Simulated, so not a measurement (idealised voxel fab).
process module | voxel wiring stack
cross-section cut | 210 nm wide | cells 5 nm
A cross-section is a grid of square cells, given in bands from the top down. A band is one or more rows of cells.
Each band's line starts with the height of the band's top and of its bottom, in nm. Then come its materials from left to right, each with its width in nm. One material with "throughout" fills the band from edge to edge. "air" is empty space.
Height 0 is the level under which the wafer as received is all one material. The lowest band goes on downwards, as in "0 down".
A width such as "30 to 40" changes by the same amount from each row of cells to the next, from the band's top row to its bottom row.
"no change" after a step means that no cell of the cross-section changed.
closed voids: empty space of 8 cells or more with no open way to the top, each as width x height at its distance from the left edge, in nm
after a step's settings: what the simulator itself notes on the step
overlay nm, on a step with a mask: how far to the right of its planned place the mask lay; to the left if negative
plan
1 op RECEIVE | material Si
2 op CONFORMAL_DEP | material SiO2 | thk nm 10
3 op DIRECTIONAL_DEP | material TiN | thk nm 5
4 op DIRECTIONAL_DEP | material W | thk nm 25
5 op PATTERN | tone cover | mask id METAL_1 | material resist | width nm 30 | pitch nm 55 | thk nm 15 | overlay nm 0
6 op DIRECTIONAL_ETCH | etch materials W | depth nm 25
7 op DIRECTIONAL_ETCH | etch materials TiN | depth nm 5
8 op STRIP | etch materials resist
9 op FILL_DEP | material lowk | thk nm 5
10 op CMP | height nm 40
11 op CONFORMAL_DEP | material SiCN | thk nm 5
12 op DIRECTIONAL_DEP | material lowk | thk nm 10
13 op DIRECTIONAL_DEP | material aC | thk nm 15
14 op PATTERN | tone open | mask id PLUG_1 | material resist | width nm 15 | pitch nm 55 | thk nm 30 | overlay nm 0
15 op DIRECTIONAL_ETCH | etch materials aC | depth nm 15
16 op STRIP | etch materials resist
17 op DIRECTIONAL_ETCH | etch materials lowk | depth nm 10
18 op DIRECTIONAL_ETCH | etch materials SiCN | depth nm 5
19 op STRIP | etch materials aC
20 op EPI | material Ru | thk nm 10
21 op EPI | material Ru | thk nm 5
22 op CONFORMAL_DEP | material SiCN | thk nm 5
23 op DIRECTIONAL_DEP | material SiO2 | thk nm 25
24 op DIRECTIONAL_DEP | material aC | thk nm 10
25 op PATTERN | tone open | mask id METAL_2 | material resist | width nm 30 | pitch nm 55 | thk nm 25 | overlay nm 0
26 op DIRECTIONAL_ETCH | etch materials aC | depth nm 10
27 op STRIP | etch materials resist
28 op DIRECTIONAL_ETCH | etch materials SiO2 | depth nm 25
29 op DIRECTIONAL_ETCH | etch materials SiCN | depth nm 5
30 op STRIP | etch materials aC
31 op CONFORMAL_DEP | material TiN | thk nm 5
32 op FILL_DEP | material W | thk nm 5
33 op CMP | height nm 85
34 op CONFORMAL_DEP | material SiN | thk nm 5
first wafer, as planned
as received, after step 1
  0 down: Si throughout
  closed voids: none
after step 2
  10 to 0: SiO2 throughout
  below 0: unchanged
after step 3
  15 to 10: TiN throughout
  below 10: unchanged
after step 4
  40 to 15: W throughout
  below 15: unchanged
after step 5
  55 to 40: air 35 | resist 30 | air 25 | resist 30 | air 25 | resist 30 | air 35
  below 40: unchanged
after step 6
  55 to 40: air 35 | resist 30 | air 25 | resist 30 | air 25 | resist 30 | air 35
  40 to 15: air 35 | W 30 | air 25 | W 30 | air 25 | W 30 | air 35
  below 15: unchanged
after step 7
  55 to 40: air 35 | resist 30 | air 25 | resist 30 | air 25 | resist 30 | air 35
  40 to 15: air 35 | W 30 | air 25 | W 30 | air 25 | W 30 | air 35
  15 to 10: air 35 | TiN 30 | air 25 | TiN 30 | air 25 | TiN 30 | air 35
  below 10: unchanged
after step 8
  40 to 15: air 35 | W 30 | air 25 | W 30 | air 25 | W 30 | air 35
  below 15: unchanged
after step 9
  45 to 40: lowk throughout
  40 to 15: lowk 35 | W 30 | lowk 25 | W 30 | lowk 25 | W 30 | lowk 35
  15 to 10: lowk 35 | TiN 30 | lowk 25 | TiN 30 | lowk 25 | TiN 30 | lowk 35
  below 10: unchanged
after step 10
  40 to 15: lowk 35 | W 30 | lowk 25 | W 30 | lowk 25 | W 30 | lowk 35
  below 15: unchanged
after step 11
  45 to 40: SiCN throughout
  below 40: unchanged
after step 12
  55 to 45: lowk throughout
  below 45: unchanged
after step 13
  70 to 55: aC throughout
  below 55: unchanged
after step 14
  100 to 70: resist 35 | air 15 | resist 40 | air 15 | resist 40 | air 15 | resist 50
  below 70: unchanged
after step 15
  85 to 70: resist 35 | air 15 | resist 40 | air 15 | resist 40 | air 15 | resist 50
  70 to 55: aC 35 | air 15 | aC 40 | air 15 | aC 40 | air 15 | aC 50
  below 55: unchanged
after step 16
  70 to 55: aC 35 | air 15 | aC 40 | air 15 | aC 40 | air 15 | aC 50
  below 55: unchanged
after step 17
  70 to 55: aC 35 | air 15 | aC 40 | air 15 | aC 40 | air 15 | aC 50
  55 to 45: lowk 35 | air 15 | lowk 40 | air 15 | lowk 40 | air 15 | lowk 50
  below 45: unchanged
after step 18
  70 to 55: aC 35 | air 15 | aC 40 | air 15 | aC 40 | air 15 | aC 50
  55 to 45: lowk 35 | air 15 | lowk 40 | air 15 | lowk 40 | air 15 | lowk 50
  45 to 40: SiCN 35 | air 15 | SiCN 40 | air 15 | SiCN 40 | air 15 | SiCN 50
  below 40: unchanged
after step 19
  55 to 45: lowk 35 | air 15 | lowk 40 | air 15 | lowk 40 | air 15 | lowk 50
  below 45: unchanged
after step 20
  55 to 50: lowk 35 | air 15 | lowk 40 | air 15 | lowk 40 | air 15 | lowk 50
  50 to 45: lowk 35 | Ru 15 | lowk 40 | Ru 15 | lowk 40 | Ru 15 | lowk 50
  45 to 40: SiCN 35 | Ru 15 | SiCN 40 | Ru 15 | SiCN 40 | Ru 15 | SiCN 50
  below 40: unchanged
after step 21
  55 to 45: lowk 35 | Ru 15 | lowk 40 | Ru 15 | lowk 40 | Ru 15 | lowk 50
  below 45: unchanged
after step 22
  60 to 55: SiCN throughout
  below 55: unchanged
after step 23
  85 to 60: SiO2 throughout
  below 60: unchanged
after step 24
  95 to 85: aC throughout
  below 85: unchanged
after step 25
  120 to 95: resist 35 | air 30 | resist 25 | air 30 | resist 25 | air 30 | resist 35
  below 95: unchanged
after step 26
  110 to 95: resist 35 | air 30 | resist 25 | air 30 | resist 25 | air 30 | resist 35
  95 to 85: aC 35 | air 30 | aC 25 | air 30 | aC 25 | air 30 | aC 35
  below 85: unchanged
after step 27
  95 to 85: aC 35 | air 30 | aC 25 | air 30 | aC 25 | air 30 | aC 35
  below 85: unchanged
after step 28
  95 to 85: aC 35 | air 30 | aC 25 | air 30 | aC 25 | air 30 | aC 35
  85 to 60: SiO2 35 | air 30 | SiO2 25 | air 30 | SiO2 25 | air 30 | SiO2 35
  below 60: unchanged
after step 29
  95 to 85: aC 35 | air 30 | aC 25 | air 30 | aC 25 | air 30 | aC 35
  85 to 60: SiO2 35 | air 30 | SiO2 25 | air 30 | SiO2 25 | air 30 | SiO2 35
  60 to 55: SiCN 35 | air 30 | SiCN 25 | air 30 | SiCN 25 | air 30 | SiCN 35
  below 55: unchanged
after step 30
  85 to 60: SiO2 35 | air 30 | SiO2 25 | air 30 | SiO2 25 | air 30 | SiO2 35
  below 60: unchanged
after step 31
  90 to 85: TiN 40 | air 20 | TiN 35 | air 20 | TiN 35 | air 20 | TiN 40
  85 to 60: SiO2 35 | TiN 5 | air 20 | TiN 5 | SiO2 25 | TiN 5 | air 20 | TiN 5 | SiO2 25 | TiN 5 | air 20 | TiN 5 | SiO2 35
  60 to 55: SiCN 35 | TiN 30 | SiCN 25 | TiN 30 | SiCN 25 | TiN 30 | SiCN 35
  below 55: unchanged
after step 32
  95 to 90: W throughout
  90 to 85: TiN 40 | W 20 | TiN 35 | W 20 | TiN 35 | W 20 | TiN 40
  85 to 60: SiO2 35 | TiN 5 | W 20 | TiN 5 | SiO2 25 | TiN 5 | W 20 | TiN 5 | SiO2 25 | TiN 5 | W 20 | TiN 5 | SiO2 35
  below 60: unchanged
after step 33
  85 to 60: SiO2 35 | TiN 5 | W 20 | TiN 5 | SiO2 25 | TiN 5 | W 20 | TiN 5 | SiO2 25 | TiN 5 | W 20 | TiN 5 | SiO2 35
  below 60: unchanged
after step 34
  90 to 85: SiN throughout
  below 85: unchanged
second wafer: like start, like plan, one mistake. Through step 1 it matches the first wafer
when step 2 should have ended
  5 to 0: TiN throughout
  below 0: unchanged
when step 3 should have ended
  15 to 5: SiO2 throughout
  below 5: unchanged
when step 4 should have ended
  40 to 15: W throughout
  below 15: unchanged
when step 5 should have ended
  55 to 40: air 35 | resist 30 | air 25 | resist 30 | air 25 | resist 30 | air 35
  below 40: unchanged
when step 6 should have ended
  55 to 40: air 35 | resist 30 | air 25 | resist 30 | air 25 | resist 30 | air 35
  40 to 15: air 35 | W 30 | air 25 | W 30 | air 25 | W 30 | air 35
  below 15: unchanged
when step 7 should have ended: no change
when step 8 should have ended
  40 to 15: air 35 | W 30 | air 25 | W 30 | air 25 | W 30 | air 35
  below 15: unchanged
when step 9 should have ended
  45 to 40: lowk throughout
  40 to 15: lowk 35 | W 30 | lowk 25 | W 30 | lowk 25 | W 30 | lowk 35
  below 15: unchanged
when step 10 should have ended
  40 to 15: lowk 35 | W 30 | lowk 25 | W 30 | lowk 25 | W 30 | lowk 35
  below 15: unchanged
when step 11 should have ended
  45 to 40: SiCN throughout
  below 40: unchanged
when step 12 should have ended
  55 to 45: lowk throughout
  below 45: unchanged
when step 13 should have ended
  70 to 55: aC throughout
  below 55: unchanged
when step 14 should have ended
  100 to 70: resist 35 | air 15 | resist 40 | air 15 | resist 40 | air 15 | resist 50
  below 70: unchanged
when step 15 should have ended
  85 to 70: resist 35 | air 15 | resist 40 | air 15 | resist 40 | air 15 | resist 50
  70 to 55: aC 35 | air 15 | aC 40 | air 15 | aC 40 | air 15 | aC 50
  below 55: unchanged
when step 16 should have ended
  70 to 55: aC 35 | air 15 | aC 40 | air 15 | aC 40 | air 15 | aC 50
  below 55: unchanged
when step 17 should have ended
  70 to 55: aC 35 | air 15 | aC 40 | air 15 | aC 40 | air 15 | aC 50
  55 to 45: lowk 35 | air 15 | lowk 40 | air 15 | lowk 40 | air 15 | lowk 50
  below 45: unchanged
when step 18 should have ended
  70 to 55: aC 35 | air 15 | aC 40 | air 15 | aC 40 | air 15 | aC 50
  55 to 45: lowk 35 | air 15 | lowk 40 | air 15 | lowk 40 | air 15 | lowk 50
  45 to 40: SiCN 35 | air 15 | SiCN 40 | air 15 | SiCN 40 | air 15 | SiCN 50
  below 40: unchanged
when step 19 should have ended
  55 to 45: lowk 35 | air 15 | lowk 40 | air 15 | lowk 40 | air 15 | lowk 50
  below 45: unchanged
when step 20 should have ended
  55 to 50: lowk 35 | air 15 | lowk 40 | air 15 | lowk 40 | air 15 | lowk 50
  50 to 45: lowk 35 | Ru 15 | lowk 40 | Ru 15 | lowk 40 | Ru 15 | lowk 50
  45 to 40: SiCN 35 | Ru 15 | SiCN 40 | Ru 15 | SiCN 40 | Ru 15 | SiCN 50
  below 40: unchanged
when step 21 should have ended
  55 to 45: lowk 35 | Ru 15 | lowk 40 | Ru 15 | lowk 40 | Ru 15 | lowk 50
  below 45: unchanged
when step 22 should have ended
  60 to 55: SiCN throughout
  below 55: unchanged
when step 23 should have ended
  85 to 60: SiO2 throughout
  below 60: unchanged
when step 24 should have ended
  95 to 85: aC throughout
  below 85: unchanged
when step 25 should have ended
  120 to 95: resist 35 | air 30 | resist 25 | air 30 | resist 25 | air 30 | resist 35
  below 95: unchanged
when step 26 should have ended
  110 to 95: resist 35 | air 30 | resist 25 | air 30 | resist 25 | air 30 | resist 35
  95 to 85: aC 35 | air 30 | aC 25 | air 30 | aC 25 | air 30 | aC 35
  below 85: unchanged
when step 27 should have ended
  95 to 85: aC 35 | air 30 | aC 25 | air 30 | aC 25 | air 30 | aC 35
  below 85: unchanged
when step 28 should have ended
  95 to 85: aC 35 | air 30 | aC 25 | air 30 | aC 25 | air 30 | aC 35
  85 to 60: SiO2 35 | air 30 | SiO2 25 | air 30 | SiO2 25 | air 30 | SiO2 35
  below 60: unchanged
when step 29 should have ended
  95 to 85: aC 35 | air 30 | aC 25 | air 30 | aC 25 | air 30 | aC 35
  85 to 60: SiO2 35 | air 30 | SiO2 25 | air 30 | SiO2 25 | air 30 | SiO2 35
  60 to 55: SiCN 35 | air 30 | SiCN 25 | air 30 | SiCN 25 | air 30 | SiCN 35
  below 55: unchanged
when step 30 should have ended
  85 to 60: SiO2 35 | air 30 | SiO2 25 | air 30 | SiO2 25 | air 30 | SiO2 35
  below 60: unchanged
when step 31 should have ended
  90 to 85: TiN 40 | air 20 | TiN 35 | air 20 | TiN 35 | air 20 | TiN 40
  85 to 60: SiO2 35 | TiN 5 | air 20 | TiN 5 | SiO2 25 | TiN 5 | air 20 | TiN 5 | SiO2 25 | TiN 5 | air 20 | TiN 5 | SiO2 35
  60 to 55: SiCN 35 | TiN 30 | SiCN 25 | TiN 30 | SiCN 25 | TiN 30 | SiCN 35
  below 55: unchanged
when step 32 should have ended
  95 to 90: W throughout
  90 to 85: TiN 40 | W 20 | TiN 35 | W 20 | TiN 35 | W 20 | TiN 40
  85 to 60: SiO2 35 | TiN 5 | W 20 | TiN 5 | SiO2 25 | TiN 5 | W 20 | TiN 5 | SiO2 25 | TiN 5 | W 20 | TiN 5 | SiO2 35
  below 60: unchanged
when step 33 should have ended
  85 to 60: SiO2 35 | TiN 5 | W 20 | TiN 5 | SiO2 25 | TiN 5 | W 20 | TiN 5 | SiO2 25 | TiN 5 | W 20 | TiN 5 | SiO2 35
  below 60: unchanged
when step 34 should have ended
  90 to 85: SiN throughout
  below 85: unchanged
what went wrong: steps 2 and 3 were swapped
at the end the second wafer has, in cells: 24 more of TiN | 24 fewer of lowk
